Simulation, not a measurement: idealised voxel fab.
Documented hereafter: the process module known as voxel tone inversion.
The cross-section on display is named cut; it measures 230 nm wide, and its cells are 5 nm squares.
Bands, listed from the top down, are how a cross-section gets written in this document; the cross-section itself is a grid of square cells, and a band is one or more rows of them. This entry defines a band. It first specifies the height of the band's top and the height of its bottom in nm, and then specifies the band's materials from left to right, stating each material with its width in nm. The word "full width" identifies a single material that fills the band from edge to edge, while the word "air" identifies empty space. Height reference: 0 = level under which incoming wafer is all one material. Lowest band: no bottom, runs on downward, e.g. "0 and below". Width spec "30->40" -> top row of cells at first value, bottom row at second value, equal per-row change in between. Basically "no modifications" means that step didn't change any cell in the cross-section. Under "Enclosed voids" you'll find the enclosed gaps, the ones with no way out to the top, that are 8 cells or bigger; each reads width x height at distance, with distance counted from the left edge, everything in nm. after a step's settings: what the simulator itself notes on the step. The line of a step may include "overlay nm". On a step with a mask, this value is how far to the right of its planned place the mask lay. A negative value means the mask lay to the left.
The process steps that were planned are listed below:
| 1 | RECEIVE, material Si |
| 2 | CONFORMAL_DEP, material SiCN, thk nm 5 |
| 3 | DIRECTIONAL_DEP, material polySi, thk nm 25 |
| 4 | PATTERN, tone cover, mask id POSTS, material resist, width nm 25, pitch nm 50, thk nm 35, overlay nm -15 |
| 5 | DIRECTIONAL_ETCH, etch materials polySi, depth nm 25 |
| 6 | STRIP, etch materials resist |
| 7 | FILL_DEP, material lowk, thk nm 5 |
| 8 | CMP, height nm 30 |
| 9 | STRIP, etch materials polySi |
What sets these wafers apart? The overlay nm at step 4. They all start alike, and the plan carries the first wafer's value.
Cross-section of the first incoming wafer of several, state after step 1:
0 and below = Si full width
Enclosed voids: none
So in this table every wafer gets its own row, and what you see is where it stands at the end of the module: for each material, how many cells it picked up (+) or gave up (-) since we received it, and after that its closed voids:
overlay nm -15 | +46 SiCN | +155 lowk | Enclosed voids: none
overlay nm -10 | +46 SiCN | +155 lowk | Enclosed voids: none
overlay nm -5 | +46 SiCN | +155 lowk | Enclosed voids: none
overlay nm 0 | +46 SiCN | +155 lowk | Enclosed voids: none
overlay nm 5 | +46 SiCN | +155 lowk | Enclosed voids: none
overlay nm 10 | +46 SiCN | +155 lowk | Enclosed voids: none
overlay nm 15 | +46 SiCN | +155 lowk | Enclosed voids: none
